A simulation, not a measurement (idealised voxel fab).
This is a process module. Its name is voxel capacitor over wiring.
We display cut, a cross-section 290 nm in width whose square cells are each 5 nm.
Think of the cross-section as a grid of square cells. We describe it in bands, top to bottom, and each band covers one or more rows of those cells. The band entry comprises the height of the band's top followed by the height of its bottom, expressed in nm, and subsequently the band's materials from left to right, each stated together with its width in nm. Where a single material is marked with the word "all across", that material fills the band from edge to edge. The word "empty" represents empty space. All heights in this document are referenced to 0, defined as the level beneath which the wafer, as received, consists entirely of one material. The lowest band is not bounded below; it extends indefinitely downward and is written in the form "0..down". The expression "30..40" gives the width at the extremes of the band, the first number at its top row of cells and the second at its bottom row, with the width changing by equal amounts from each row to the next in between. For the purposes of this document, the phrase "everything unchanged" attached to a step denotes that no cell within the cross-section was modified by that step. "Closed cavities": empty spaces of 8 cells or more with no open way to the top, each given as width x height at distance, distance from the left edge, all in nm. That trailing text on a step's line, after the settings, is the simulator's own remark on the step. overlay nm: how far to the right of its planned place the mask lay on this masked step (negative: to the left).
Steps planned for the process
- 1: RECEIVE: material Si
- 2: CONFORMAL_DEP: material SiO2, thk nm 15
- 3: CONFORMAL_DEP: material SiN, thk nm 5
- 4: DIRECTIONAL_DEP: material SiO2, thk nm 25
- 5: PATTERN: tone open, mask id METAL_1, material resist, width nm 30, pitch nm 100, thk nm 20, overlay nm 0
- 6: DIRECTIONAL_ETCH: etch materials SiO2, depth nm 25
- 7: DIRECTIONAL_ETCH: etch materials SiN, depth nm 5
- 8: STRIP: etch materials resist
- 9: CONFORMAL_DEP: material TiN, thk nm 5
- 10: FILL_DEP: material Cu, thk nm 10
- 11: CMP: height nm 45
- 12: CONFORMAL_DEP: material SiCN, thk nm 5
- 13: DIRECTIONAL_DEP: material SiO2, thk nm 15
- 14: MASKED_ETCH: tone open, mask id PLUG_1, width nm 15, etch materials SiO2, depth nm 15, overlay nm 0
- 15: MASKED_ETCH: tone open, mask id PLUG_1, width nm 15, etch materials SiCN, depth nm 5, overlay nm 0
- 16: CONFORMAL_DEP: material TiN, thk nm 5
- 17: FILL_DEP: material Cu, thk nm 10
- 18: CMP: height nm 65
- 19: DIRECTIONAL_DEP: material TiN, thk nm 10
- 20: DIRECTIONAL_DEP: material Al2O3, thk nm 5
- 21: DIRECTIONAL_DEP: material TiN, thk nm 10
- 22: MASKED_ETCH: tone cover, mask id UPPER_PLATE, width nm 75, etch materials TiN, depth nm 10, overlay nm 0
- 23: MASKED_ETCH: tone cover, mask id UPPER_PLATE, width nm 75, etch materials Al2O3, depth nm 5, overlay nm 0
- 24: MASKED_ETCH: tone cover, mask id LOWER_PLATE, width nm 85, etch materials TiN, depth nm 10, overlay nm 0
- 25: FILL_DEP: material SiO2, thk nm 20
- 26: CMP: height nm 105
- 27: PATTERN: tone open, mask id PLUG_2, material resist, width nm 15, thk nm 20, overlay nm 0
- 28: DIRECTIONAL_ETCH: etch materials SiO2, depth nm 15
- 29: STRIP: etch materials resist
- 30: CONFORMAL_DEP: material TiN, thk nm 5
- 31: FILL_DEP: material W, thk nm 5
- 32: CMP: height nm 105
- 33: CONFORMAL_DEP: material SiCN, thk nm 5
Received-state cross-section, reflecting completion of step 1
  0..down | Si all across
  Closed cavities: none
Below is the wafer in cross-section after the module was completed. It began from the starting point shown above and followed the plan shown above, except that one mistake was made while running it
  110..105 | SiCN all across
  105..95 | SiO2 105 | TiN 5 | W 5 | TiN 5 | SiO2 170
  95..90 | SiO2 105 | TiN 15 | SiO2 170
  90..80 | SiO2 90 | TiN 5 | SiO2 75 | TiN 5 | SiO2 115
  80..75 | Al2O3 all across
  75..65 | TiN all across
  65..50 | SiO2 95 | TiN 5 | Cu 5 | TiN 5 | SiO2 180
  50..45 | SiCN 95 | TiN 15 | SiCN 180
  45..20 | SiO2 80 | TiN 5 | Cu 20 | TiN 5 | SiO2 70 | TiN 5 | Cu 20 | TiN 5 | SiO2 80
  20..15 | SiN 80 | TiN 30 | SiN 70 | TiN 30 | SiN 80
  15..0 | SiO2 all across
  0..down | Si all across
  Closed cavities: none
Finding, execution versus plan: step 22 ran as: MASKED_ETCH: tone open, mask id UPPER_PLATE, width nm 75, etch materials TiN, depth nm 10, overlay nm 0
